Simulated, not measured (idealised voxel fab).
process module | voxel tone inversion
cross-section cut | 170 nm wide | cells 5 nm
A cross-section is a grid of square cells, given in bands from the top down. A band is one or more rows of cells.
Each band's line starts with the height of the band's top and of its bottom, in nm. Then come its materials from left to right, each with its width in nm. One material with "throughout" fills the band from edge to edge. "air" is empty space.
Height 0 is the level under which the wafer as received is all one material. The lowest band goes on downwards, as in "0 down".
A width such as "30 to 40" changes by the same amount from each row of cells to the next, from the band's top row to its bottom row.
"no change" after a step means that no cell of the cross-section changed.
closed voids: empty space of 8 cells or more with no open way to the top, each as width x height at its distance from the left edge, in nm
after a step's settings: what the simulator itself notes on the step
overlay nm, on a step with a mask: how far to the right of its planned place the mask lay; to the left if negative
plan
1 op RECEIVE | material Si
2 op CONFORMAL_DEP | material SiN | thk nm 5
3 op DIRECTIONAL_DEP | material aC | thk nm 15
4 op PATTERN | tone cover | mask id POSTS | material resist | width nm 20 | pitch nm 40 | thk nm 20 | overlay nm 0
5 op DIRECTIONAL_ETCH | etch materials aC | depth nm 15
6 op STRIP | etch materials resist
7 op FILL_DEP | material SiO2 | thk nm 5
8 op CMP | height nm 20
9 op STRIP | etch materials aC
first wafer, as planned
as received, after step 1
  0 down: Si throughout
  closed voids: none
after step 2
  5 to 0: SiN throughout
  below 0: unchanged
after step 3
  20 to 5: aC throughout
  below 5: unchanged
after step 4
  40 to 20: air 15 | resist 20 | air 20 | resist 20 | air 20 | resist 20 | air 20 | resist 20 | air 15
  below 20: unchanged
after step 5
  25 to 20: air 15 | resist 20 | air 20 | resist 20 | air 20 | resist 20 | air 20 | resist 20 | air 15
  20 to 5: air 15 | aC 20 | air 20 | aC 20 | air 20 | aC 20 | air 20 | aC 20 | air 15
  below 5: unchanged
after step 6
  20 to 5: air 15 | aC 20 | air 20 | aC 20 | air 20 | aC 20 | air 20 | aC 20 | air 15
  below 5: unchanged
after step 7
  25 to 20: SiO2 throughout
  20 to 5: SiO2 15 | aC 20 | SiO2 20 | aC 20 | SiO2 20 | aC 20 | SiO2 20 | aC 20 | SiO2 15
  below 5: unchanged
after step 8
  20 to 5: SiO2 15 | aC 20 | SiO2 20 | aC 20 | SiO2 20 | aC 20 | SiO2 20 | aC 20 | SiO2 15
  below 5: unchanged
after step 9
  20 to 5: SiO2 15 | air 20 | SiO2 20 | air 20 | SiO2 20 | air 20 | SiO2 20 | air 20 | SiO2 15
  below 5: unchanged
second wafer: like start, like plan, one mistake. Through step 3 it matches the first wafer
when step 4 should have ended
  40 to 20: air 20 | resist 15 | air 25 | resist 15 | air 25 | resist 15 | air 25 | resist 15 | air 15
  below 20: unchanged
when step 5 should have ended
  25 to 20: air 20 | resist 15 | air 25 | resist 15 | air 25 | resist 15 | air 25 | resist 15 | air 15
  20 to 5: air 20 | aC 15 | air 25 | aC 15 | air 25 | aC 15 | air 25 | aC 15 | air 15
  below 5: unchanged
when step 6 should have ended
  20 to 5: air 20 | aC 15 | air 25 | aC 15 | air 25 | aC 15 | air 25 | aC 15 | air 15
  below 5: unchanged
when step 7 should have ended
  25 to 20: SiO2 throughout
  20 to 5: SiO2 20 | aC 15 | SiO2 25 | aC 15 | SiO2 25 | aC 15 | SiO2 25 | aC 15 | SiO2 15
  below 5: unchanged
when step 8 should have ended
  20 to 5: SiO2 20 | aC 15 | SiO2 25 | aC 15 | SiO2 25 | aC 15 | SiO2 25 | aC 15 | SiO2 15
  below 5: unchanged
when step 9 should have ended
  20 to 5: SiO2 20 | air 15 | SiO2 25 | air 15 | SiO2 25 | air 15 | SiO2 25 | air 15 | SiO2 15
  below 5: unchanged
what went wrong: step 4 ran as: op PATTERN | tone cover | mask id POSTS | material resist | width nm 15 | pitch nm 40 | thk nm 20 | overlay nm 0
at the end the second wafer has, in cells: 12 more of SiO2
